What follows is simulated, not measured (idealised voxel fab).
Process module, titled voxel capacitor over wiring
The cross-section shown here is cut; it is 240 nm wide and divided into square cells measuring 5 nm on a side.
A cross-section is written here as square cells arranged in a grid, and it is given in bands from the top down, each band taking up one or more rows of cells. Band: top height; bottom height; in nm. Then, left to right: material with width in nm, for each material. "edge to edge": a single material spanning edge to edge. "blank": empty space. Height datum 0, below which the as-received substrate wafer is one material. Lowest band open at the bottom, running downward: "from 0 down". Top row gets the first number, bottom row gets the second, and each row in between changes by the same step: that is how a band width like "30->40" works. Key: "remained the same" - step with no changed cell in the cross-section. "Completely sealed voids" means: voids of 8 cells or more that are shut off from the top with no open way through. Written width x height at distance, distance from the left edge, in nm. Step line, after settings: the simulator's comment on this step. Regarding "overlay nm": on a step with a mask, it is the distance the mask lay to the right of its planned place; a negative value places it to the left.
**Steps planned for the process**
1. RECEIVE [material Si]
2. CONFORMAL_DEP [material SiO2] [thk nm 15]
3. CONFORMAL_DEP [material SiCN] [thk nm 5]
4. DIRECTIONAL_DEP [material SiO2] [thk nm 15]
5. PATTERN [tone open] [mask id METAL_1] [material resist] [width nm 25] [pitch nm 85] [thk nm 15] [overlay nm 0]
6. DIRECTIONAL_ETCH [etch materials SiO2] [depth nm 15]
7. DIRECTIONAL_ETCH [etch materials SiCN] [depth nm 5]
8. STRIP [etch materials resist]
9. CONFORMAL_DEP [material TiN] [thk nm 5]
10. FILL_DEP [material Ru] [thk nm 10]
11. CMP [height nm 35]
12. CONFORMAL_DEP [material SiCN] [thk nm 5]
13. DIRECTIONAL_DEP [material lowk] [thk nm 10]
14. PATTERN [tone open] [mask id PLUG_1] [material resist] [width nm 15] [thk nm 20] [overlay nm -15]
15. DIRECTIONAL_ETCH [etch materials lowk] [depth nm 10]
16. DIRECTIONAL_ETCH [etch materials SiCN] [depth nm 5]
17. STRIP [etch materials resist]
18. EPI [material Ru] [thk nm 10]
19. EPI [material Ru] [thk nm 5]
20. DIRECTIONAL_DEP [material TiN] [thk nm 5]
21. DIRECTIONAL_DEP [material Al2O3] [thk nm 5]
22. DIRECTIONAL_DEP [material TiN] [thk nm 5]
23. DIRECTIONAL_DEP [material aC] [thk nm 15]
24. PATTERN [tone cover] [mask id UPPER_PLATE] [material resist] [width nm 65] [thk nm 30] [overlay nm 0]
25. DIRECTIONAL_ETCH [etch materials aC] [depth nm 15]
26. STRIP [etch materials resist]
27. DIRECTIONAL_ETCH [etch materials TiN] [depth nm 5]
28. DIRECTIONAL_ETCH [etch materials Al2O3] [depth nm 5]
29. STRIP [etch materials aC]
30. PATTERN [tone cover] [mask id LOWER_PLATE] [material resist] [width nm 75] [thk nm 20] [overlay nm 0]
31. DIRECTIONAL_ETCH [etch materials TiN] [depth nm 5]
32. STRIP [etch materials resist]
33. FILL_DEP [material SiO2] [thk nm 15]
34. CMP [height nm 75]
35. DIRECTIONAL_DEP [material aC] [thk nm 15]
36. PATTERN [tone open] [mask id PLUG_2] [material resist] [width nm 15] [thk nm 35] [overlay nm 0]
37. DIRECTIONAL_ETCH [etch materials aC] [depth nm 15]
38. STRIP [etch materials resist]
39. DIRECTIONAL_ETCH [etch materials SiO2] [depth nm 10]
40. STRIP [etch materials aC]
41. CONFORMAL_DEP [material TiN] [thk nm 5]
42. FILL_DEP [material W] [thk nm 5]
43. CMP [height nm 75]
44. CONFORMAL_DEP [material SiCN] [thk nm 5]
Wafer-to-wafer difference: overlay nm, step 14. Common start. Plan = first wafer's value.
**After step 1, as received: first of several wafers, cross-section**
* from 0 down: Si edge to edge
* Completely sealed voids: none
**First of several wafers, sectioned at end of module (last step: step 44)**
* from 80 to 75: SiCN edge to edge
* from 75 to 70: SiO2 (85) / TiN (5) / W (5) / TiN (5) / SiO2 (140)
* from 70 to 60: SiO2 (85->75) / TiN (15->65) / SiO2 (140->100)
* from 60 to 55: SiO2 (75) / Al2O3 (65) / SiO2 (100)
* from 55 to 50: SiO2 (70) / TiN (75) / SiO2 (95)
* from 50 to 40: lowk (60) / Ru (15) / lowk (165)
* from 40 to 35: SiCN (60) / Ru (15) / SiCN (165)
* from 35 to 20: SiO2 (65) / TiN (5) / Ru (15) / TiN (5) / SiO2 (60) / TiN (5) / Ru (15) / TiN (5) / SiO2 (65)
* from 20 to 15: SiCN (65) / TiN (25) / SiCN (60) / TiN (25) / SiCN (65)
* from 15 to 0: SiO2 edge to edge
* from 0 down: Si edge to edge
* Completely sealed voids: none
**Cross-sectional view of the final wafer of several at the module's end**
* from 80 to 75: SiCN edge to edge
* from 75 to 70: SiO2 (85) / TiN (5) / W (5) / TiN (5) / SiO2 (140)
* from 70 to 65: SiO2 (85) / TiN (15) / SiO2 (140)
* from 65 to 60: SiO2 (75) / TiN (15) / SiO2 (15) / TiN (35) / SiO2 (100)
* from 60 to 55: SiO2 (75) / Al2O3 (15) / SiO2 (15) / Al2O3 (35) / SiO2 (100)
* from 55 to 50: SiO2 (70) / TiN (20) / SiO2 (15) / TiN (40) / SiO2 (95)
* from 50 to 45: lowk (90) / TiN (15) / lowk (135)
* from 45 to 40: lowk (90) / Al2O3 (15) / lowk (135)
* from 40 to 35: SiCN (90) / TiN (15) / SiCN (135)
* from 35 to 20: SiO2 (65) / TiN (5) / Ru (15) / TiN (5) / SiO2 (60) / TiN (5) / Ru (15) / TiN (5) / SiO2 (65)
* from 20 to 15: SiCN (65) / TiN (25) / SiCN (60) / TiN (25) / SiCN (65)
* from 15 to 0: SiO2 edge to edge
* from 0 down: Si edge to edge
* Completely sealed voids: none
**Below, a row for every wafer. Read it as the end-of-module picture: for each material the wafer shows its cells gained (+) or lost (-) since it was received, and then its closed voids**
overlay nm -15 | +13 Al2O3 | +27 Ru | +131 SiCN | +451 SiO2 | +55 TiN | +1 W | +90 lowk | Completely sealed voids: none
overlay nm -10 | +13 Al2O3 | +27 Ru | +131 SiCN | +451 SiO2 | +55 TiN | +1 W | +90 lowk | Completely sealed voids: none
overlay nm -5 | +13 Al2O3 | +27 Ru | +131 SiCN | +451 SiO2 | +55 TiN | +1 W | +90 lowk | Completely sealed voids: none
overlay nm 0 | +13 Al2O3 | +27 Ru | +131 SiCN | +451 SiO2 | +55 TiN | +1 W | +90 lowk | Completely sealed voids: none
overlay nm 5 | +13 Al2O3 | +27 Ru | +131 SiCN | +451 SiO2 | +55 TiN | +1 W | +90 lowk | Completely sealed voids: none
overlay nm 10 | +13 Al2O3 | +27 Ru | +131 SiCN | +451 SiO2 | +55 TiN | +1 W | +90 lowk | Completely sealed voids: none
overlay nm 15 | +13 Al2O3 | +18 Ru | +131 SiCN | +460 SiO2 | +55 TiN | +1 W | +90 lowk | Completely sealed voids: none
